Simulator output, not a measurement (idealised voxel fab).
Process module, titled voxel ribs on slabs
In the cross-section labelled cut, the width is 270 nm and each square cell is 5 nm.
When this document writes out a cross-section, it uses a grid of square cells and lists it as bands, beginning at the top and moving down, with a band standing for one or more rows of cells.
Top height, bottom height, nm. Materials left to right, width each, nm. Single material + "everywhere" = fills band edge to edge. "empty" = empty.
We count height from 0. Below that, the starting wafer is all one material. The lowest band never ends at the bottom but goes on down; see "0..down" for how that is written.
The two numbers in a width such as "30->40" mark its ends across the band: the first belongs to the top row of cells, the second to the bottom row, and from each row to the next the width moves by the same amount.
Basically "changes: none" means that step didn't change any cell in the cross-section.
Reported under the label "Completely sealed voids" are the empty spaces having no open way to the top and comprising 8 cells or more; the notation for each is width x height at distance, in which the distance is measured from the left edge and all three values are in nm.
Whatever follows a step's settings on its line is a remark the simulator itself makes about that step.
overlay nm: where the mask lay relative to plan, measured to the right, on steps with a mask; negatives go left.
Here's what the planned process steps look like
1) op RECEIVE | material Si
2) op DIRECTIONAL_DEP | material SiO2 | thk nm 30
3) op DIRECTIONAL_DEP | material polySi | thk nm 20
4) op PATTERN | tone cover | mask id RIB | material resist | width nm 30 | thk nm 20 | overlay nm 0
5) op DIRECTIONAL_ETCH | etch materials polySi | depth nm 10
6) op STRIP | etch materials resist
7) op MASKED_ETCH | tone cover | mask id SLAB | width nm 60 | etch materials polySi | depth nm 10 | overlay nm 0
8) op FILL_DEP | material SiO2 | thk nm 20
9) op CMP | height nm 60
10) op DIRECTIONAL_DEP | material W | thk nm 5
11) op MASKED_ETCH | tone cover | mask id HEATER | width nm 40 | etch materials W | depth nm 5 | overlay nm 0
12) op CONFORMAL_DEP | material SiO2 | thk nm 5
as received, after step 1
0..down = Si everywhere
Completely sealed voids: none
Here's the cross-section of the first of our two wafers at the end of the module - it ran as planned
70..65 = 110 nm empty / 50 nm SiO2 / 110 nm empty
65..60 = 115 nm SiO2 / 40 nm W / 115 nm SiO2
60..50 = SiO2 everywhere
50..40 = 120 nm SiO2 / 30 nm polySi / 120 nm SiO2
40..30 = 105 nm SiO2 / 60 nm polySi / 105 nm SiO2
30..0 = SiO2 everywhere
0..down = Si everywhere
Completely sealed voids: none
Module end: cross-section of wafer two of two. Same start and process plan as the first wafer. One mistake during execution
70..65 = 110 nm empty / 50 nm SiO2 / 110 nm empty
65..60 = 115 nm SiO2 / 40 nm W / 115 nm SiO2
60..50 = SiO2 everywhere
50..40 = 120 nm SiO2 / 30 nm polySi / 120 nm SiO2
40..30 = 105 nm SiO2 / 60 nm polySi / 105 nm SiO2
30..0 = W everywhere
0..down = Si everywhere
Completely sealed voids: none
Heads up, the wafer didn't run the way we planned it: step 2 was processed under conditions differing from the plan, specifically as op DIRECTIONAL_DEP | material W | thk nm 30
Count the cells at the end and the second wafer has more or fewer of some materials than the first: -324 SiO2 | +324 W
